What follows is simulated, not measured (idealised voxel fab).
The name of this process module is voxel gate over fins.
In the cross-section labelled cut, the width is 245 nm and each square cell is 5 nm.
Square cells in a grid make up a cross-section in this document, and the grid is given as bands, listed from the top down, each one or more rows of cells. The entry gives the band's vertical extent as a top height and a bottom height in nm, then its horizontal make-up as materials from left to right, each with a width in nm. "air" stands for empty space; a single material marked "full width" fills the band edge to edge. Height 0 is the level under which the wafer as received is all one material. The lowest band goes on downwards, as in "z 0 and below". Graded width ("30..40"): value in top row of band = first number; value in bottom row = second number; row-to-row change constant. "remains unaltered" (step): cross-section cells unchanged, all of them. Enclosed voids (no open way to top), threshold 8 cells or more, entry "Closed void list", notation width x height at distance, distance from left edge, nm. Read whatever lies past the settings on a step's line as the simulator's own remark about the step. On any step carrying a mask, the "overlay nm" setting, if present on the step's line, tells how far right of its planned place the mask lay; negative values point to the left.

THE FOLLOWING LIST GIVES THE PLANNED PROCESS STEPS
step 1: RECEIVE,material Si
step 2: CONFORMAL_DEP,material SiN,thk nm 5
step 3: MASKED_ETCH,tone cover,mask id FINS,width nm 15,pitch nm 35,etch materials SiN,depth nm 5,overlay nm 0
step 4: MASKED_ETCH,tone cover,mask id FINS,width nm 15,pitch nm 35,etch materials Si,depth nm 30,overlay nm 0
step 5: OXIDIZE,depth nm 5
step 6: FILL_DEP,material SiO2,thk nm 15
step 7: CMP,height nm 5
step 8: SELECTIVE_ETCH,etch materials SiO2,depth nm 15
step 9: STRIP,etch materials SiN
step 10: CONFORMAL_DEP,material HfO2,thk nm 5
step 11: CONFORMAL_DEP,material TiN,thk nm 5
step 12: FILL_DEP,material W,thk nm 15
step 13: CMP,height nm 20
step 14: CONFORMAL_DEP,material SiCN,thk nm 10

CROSS-SECTION OF THE WAFER UPON ARRIVAL, REPRESENTING THE STATE REACHED AFTER STEP 1
- z 0 and below: Si full width
- Closed void list: none

WHAT THE WAFER LOOKS LIKE IN CROSS-SECTION AFTER THIS MODULE, WHEN IT STARTS AS SHOWN ABOVE AND FOLLOWS THE PLAN ABOVE BUT ONE MISTAKE IS MADE IN RUNNING IT
- z 30 to 20: SiCN full width
- z 20 to 10: W full width
- z 10 to 5: TiN: 85, W: 5, TiN: 30, W: 5, TiN: 30, W: 5, TiN: 85
- z 5 to 0: HfO2: 80, TiN: 15, HfO2: 20, TiN: 15, HfO2: 20, TiN: 15, HfO2: 80
- z 0 to -5: Si: 75, HfO2: 25, Si: 10, HfO2: 25, Si: 10, HfO2: 25, Si: 75
- z -5 and below: Si full width
- Closed void list: none
In executing the process, a mistake was made relative to the plan: step 3: run off-plan, actual operation and settings MASKED_ETCH,tone open,mask id FINS,width nm 15,pitch nm 35,etch materials SiN,depth nm 5,overlay nm 0
